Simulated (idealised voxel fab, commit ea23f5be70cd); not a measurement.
The process module presented herein is designated voxel spacer lines.
165 nm wide, 5 nm square cells: that's cross-section cut.
Think of the cross-section as a grid of square cells. We describe it in bands, top to bottom, and each band covers one or more rows of those cells. The entry gives the band's vertical extent as a top height and a bottom height in nm, then its horizontal make-up as materials from left to right, each with a width in nm. "blank" stands for empty space; a single material marked "throughout" fills the band edge to edge. Height reference: 0 = level under which incoming wafer is all one material. Lowest band: no bottom, runs on downward, e.g. "0..down". Think of "30->40" as a width that walks from the first number to the second as you go down the band, top row to bottom row, taking equal-sized steps from row to row. "remains unaltered" (step): cross-section cells unchanged, all of them. This entry, "Internal closed voids", enumerates those empty regions of no fewer than 8 cells that possess no open connection to the top. Each region is reported in the form width x height at distance, the distance being taken from the left edge, with all three quantities expressed in nm. Anything after a step's settings on that line? It's the simulator's own note about the step. A step line may carry the setting "overlay nm", which, for steps involving a mask, states the distance by which the mask lay to the right of its intended position; negative values denote displacement to the left.

Steps in the process plan:
1 RECEIVE, material Si
2 CONFORMAL_DEP, material Al2O3, thk nm 5
3 DIRECTIONAL_DEP, material polySi, thk nm 20
4 DIRECTIONAL_DEP, material aC, thk nm 25
5 PATTERN, tone cover, mask id MANDREL, material resist, width nm 15, pitch nm 70, thk nm 35, overlay nm 0
6 DIRECTIONAL_ETCH, etch materials aC, depth nm 25
7 STRIP, etch materials resist
8 CONFORMAL_DEP, material SiO2, thk nm 15
9 DIRECTIONAL_ETCH, etch materials SiO2, depth nm 15
10 STRIP, etch materials aC
11 DIRECTIONAL_ETCH, etch materials polySi, depth nm 20
12 STRIP, etch materials SiO2
The wafers are alike at the start. At step 5, their width nm differs. The plan lists the first wafer's value.

Cross-sectional view of the first of several wafers in the as-received condition, corresponding to the state following step 1:
  0..down = Si throughout
  Internal closed voids: none

What follows is a table in which each wafer occupies a row; for the wafer as it stands at the close of the module, the row states, material by material, how many cells have been gained (+) or lost (-) since receipt, and then gives its closed voids:
width nm 15, +33 Al2O3, +48 polySi, Internal closed voids: none
width nm 20, +33 Al2O3, +48 polySi, Internal closed voids: none
width nm 25, +33 Al2O3, +48 polySi, Internal closed voids: none
width nm 30, +33 Al2O3, +48 polySi, Internal closed voids: none
width nm 35, +33 Al2O3, +48 polySi, Internal closed voids: none
